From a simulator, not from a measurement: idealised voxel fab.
Name of the process module below: voxel tone inversion
Cross-section cut spans 275 nm and uses square cells 5 nm in size.
Format of a cross-section: grid, square cells. Given as bands. Order: top down. Band: one or more rows of cells. Top, bottom (nm), then materials left to right with widths (nm); lone material tagged "edge to edge" fills the whole band edge to edge; "air" = empty space. The level at which height equals 0 is the one under which the wafer, as it arrives, is entirely one material. No lower edge exists for the bottom band, which continues downward and is notated as in "z 0 and below". Width spec "30->40" -> top row of cells at first value, bottom row at second value, equal per-row change in between. "identical to before" (step): cross-section cells unchanged, all of them. Empty spaces counting at least 8 cells and having no open way to the top are listed in "Completely enclosed voids". The notation width x height at distance is used for each, the distance being from the left edge and all three values in nm. Formally, on a step line, whatever follows the settings is a remark that the simulator itself makes on the step. On any step carrying a mask, the "overlay nm" setting, if present on the step's line, tells how far right of its planned place the mask lay; negative values point to the left.

[Listed below are the process steps as planned]
1,op RECEIVE | material Si
2,op CONFORMAL_DEP | material SiCN | thk nm 5
3,op DIRECTIONAL_DEP | material aC | thk nm 25
4,op PATTERN | tone cover | mask id POSTS | material resist | width nm 25 | pitch nm 55 | thk nm 30 | overlay nm -15
5,op DIRECTIONAL_ETCH | etch materials aC | depth nm 25
6,op STRIP | etch materials resist
7,op FILL_DEP | material SiO2 | thk nm 10
8,op CMP | height nm 30
9,op STRIP | etch materials aC
Split variable: overlay nm, step 4. Plan value = first wafer. Wafers start alike.

[As-received cross-section, first of several wafers, post step 1]
> z 0 and below  Si edge to edge
> Completely enclosed voids: none

[Module end state after final step 9: cross-section of the first of several wafers]
> z 30 to 5  SiO2 25, then air 25, then SiO2 30, then air 25, then SiO2 30, then air 25, then SiO2 30, then air 25, then SiO2 60
> z 5 to 0  SiCN edge to edge
> z 0 and below  Si edge to edge
> Completely enclosed voids: none

[last wafer at the end]
> z 30 to 5  SiO2 55, then air 25, then SiO2 30, then air 25, then SiO2 30, then air 25, then SiO2 30, then air 25, then SiO2 30
> z 5 to 0  SiCN edge to edge
> z 0 and below  Si edge to edge
> Completely enclosed voids: none

[For your reference, the table is organized with a row per wafer; each row reflects the wafer at the end of the module, indicating for each material the cells gained (+) or lost (-) since receipt, and thereafter its closed voids]
overlay nm -15, +55 SiCN, +175 SiO2, Completely enclosed voids: none
overlay nm -10, +55 SiCN, +175 SiO2, Completely enclosed voids: none
overlay nm -5, +55 SiCN, +175 SiO2, Completely enclosed voids: none
overlay nm 0, +55 SiCN, +175 SiO2, Completely enclosed voids: none
overlay nm 5, +55 SiCN, +175 SiO2, Completely enclosed voids: none
overlay nm 10, +55 SiCN, +175 SiO2, Completely enclosed voids: none
overlay nm 15, +55 SiCN, +175 SiO2, Completely enclosed voids: none
